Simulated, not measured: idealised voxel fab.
A process module follows: voxel air gaps.
For reference, the cross-section in this document is cut, with width 155 nm and square cells of 5 nm.
How to read a cross-section here: the picture is a grid of square cells, written as bands going from the top down, and any band can span one or more rows of cells.
This entry defines a band. It first specifies the height of the band's top and the height of its bottom in nm, and then specifies the band's materials from left to right, stating each material with its width in nm. The word "full width" identifies a single material that fills the band from edge to edge, while the word "air" identifies empty space.
Height datum 0, below which the as-received substrate wafer is one material. Lowest band open at the bottom, running downward: "0 nm and below".
When a width is written as two numbers, as in "30 to 40", the first number is the width in the top row of cells of the band and the second is the width in its bottom row, and the width changes by the same amount from each row to the next.
"stayed the same" for a step: no cell of the cross-section changed in that step.
Voids not open to the top, 8 cells minimum: see "Closed void table". Written width x height at distance; distance is from the left edge; nm.
Whatever follows a step's settings on its line is a remark the simulator itself makes about that step.
You can add "overlay nm" to a step's line. For a step with a mask, it describes how far the mask lay to the right of its planned position, and a negative number describes a lay to the left.

Plan:
1) RECEIVE [material Si]
2) CONFORMAL_DEP [material SiO2] [thk nm 5]
3) CONFORMAL_DEP [material SiCN] [thk nm 5]
4) DIRECTIONAL_DEP [material lowk] [thk nm 40]
5) PATTERN [tone open] [mask id LINES] [material resist] [width nm 15] [pitch nm 40] [thk nm 20] [overlay nm 0]
6) DIRECTIONAL_ETCH [etch materials lowk] [depth nm 40]
7) STRIP [etch materials resist]
8) CONFORMAL_DEP [material TiN] [thk nm 5]
9) FILL_DEP [material W] [thk nm 10]
10) CMP [height nm 60]
11) EPI [material Ru] [thk nm 10]
12) SELECTIVE_ETCH [etch materials lowk] [depth nm 50]
13) CONFORMAL_DEP [material SiCN] [thk nm 5]
All wafers enter the flow in the same state. The thk nm at step 2 differs from wafer to wafer, and the plan gives the value for the first wafer.

As received, i.e. after step 1: cross-section through the first of several wafers:
  0 nm and below = Si full width
  Closed void table: none

Gained (+) or lost (-) cells of each material since receipt, then closed voids: one row per wafer, at the end of the module:
thk nm 5 | +62 Ru | +62 SiCN | +31 SiO2 | +79 TiN | +55 W | +176 lowk | Closed void table: none
thk nm 10 | +62 Ru | +62 SiCN | +62 SiO2 | +79 TiN | +24 W | +176 lowk | Closed void table: none
thk nm 15 | +42 Ru | +138 SiCN | +93 SiO2 | +51 TiN | +21 W | Closed void table: 15 x 30 at 50; 15 x 30 at 90
thk nm 20 | +42 Ru | +132 SiCN | +124 SiO2 | +45 TiN | +18 W | Closed void table: 15 x 25 at 50; 15 x 25 at 90
thk nm 25 | +42 Ru | +126 SiCN | +155 SiO2 | +39 TiN | +15 W | Closed void table: 15 x 20 at 50; 15 x 20 at 90
thk nm 30 | +42 Ru | +120 SiCN | +186 SiO2 | +33 TiN | +12 W | Closed void table: 15 x 15 at 50; 15 x 15 at 90
